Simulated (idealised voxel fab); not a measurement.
process module | voxel self aligned vias
cross-section cut | 210 nm wide | cells 5 nm
A cross-section is a grid of square cells, given in bands from the top down. A band is one or more rows of cells.
Each band's line starts with the height of the band's top and of its bottom, in nm. Then come its materials from left to right, each with its width in nm. One material with "throughout" fills the band from edge to edge. "air" is empty space.
Height 0 is the level under which the wafer as received is all one material. The lowest band goes on downwards, as in "0 down".
A width such as "30 to 40" changes by the same amount from each row of cells to the next, from the band's top row to its bottom row.
"no change" after a step means that no cell of the cross-section changed.
closed voids: empty space of 8 cells or more with no open way to the top, each as width x height at its distance from the left edge, in nm
after a step's settings: what the simulator itself notes on the step
overlay nm, on a step with a mask: how far to the right of its planned place the mask lay; to the left if negative
plan
1 op RECEIVE | material Si
2 op CONFORMAL_DEP | material SiO2 | thk nm 15
3 op CONFORMAL_DEP | material SiCN | thk nm 5
4 op DIRECTIONAL_DEP | material SiO2 | thk nm 20
5 op PATTERN | tone open | mask id LINES | material resist | width nm 30 | pitch nm 80 | thk nm 15 | overlay nm 0
6 op DIRECTIONAL_ETCH | etch materials SiO2 | depth nm 20
7 op STRIP | etch materials resist
8 op CONFORMAL_DEP | material TiN | thk nm 5
9 op FILL_DEP | material Ru | thk nm 5
10 op CMP | height nm 40
11 op SELECTIVE_ETCH | etch materials W Ru TiN | depth nm 5
12 op FILL_DEP | material SiN | thk nm 10
13 op CMP | height nm 40
14 op DIRECTIONAL_DEP | material SiO2 | thk nm 15
15 op MASKED_ETCH | tone open | mask id VIAS | width nm 50 | pitch nm 80 | etch materials SiO2 | depth nm 15 | overlay nm 0
16 op MASKED_ETCH | tone open | mask id VIAS | width nm 50 | pitch nm 80 | etch materials SiN | depth nm 5 | overlay nm -15
17 op CONFORMAL_DEP | material TiN | thk nm 5
18 op FILL_DEP | material Cu | thk nm 5
19 op CMP | height nm 55
20 op CONFORMAL_DEP | material SiCN | thk nm 5
varied across the wafers: overlay nm of step 16. The plan shows the first wafer's value. All wafers start alike
first wafer as received, after step 1
  0 down: Si throughout
  closed voids: none
each wafer at the end: cells of each material gained (+) or lost (-) since it was received, then its closed voids
overlay nm -15 | +38 Cu | +16 Ru | +84 SiCN | +2 SiN | +312 SiO2 | +52 TiN | closed voids: none
overlay nm -10 | +40 Cu | +16 Ru | +84 SiCN | +312 SiO2 | +52 TiN | closed voids: none
overlay nm -5 | +40 Cu | +16 Ru | +84 SiCN | +312 SiO2 | +52 TiN | closed voids: none
overlay nm 0 | +40 Cu | +16 Ru | +84 SiCN | +312 SiO2 | +52 TiN | closed voids: none
overlay nm 5 | +40 Cu | +16 Ru | +84 SiCN | +312 SiO2 | +52 TiN | closed voids: none
overlay nm 10 | +40 Cu | +16 Ru | +84 SiCN | +312 SiO2 | +52 TiN | closed voids: none
overlay nm 15 | +38 Cu | +16 Ru | +84 SiCN | +2 SiN | +312 SiO2 | +52 TiN | closed voids: none
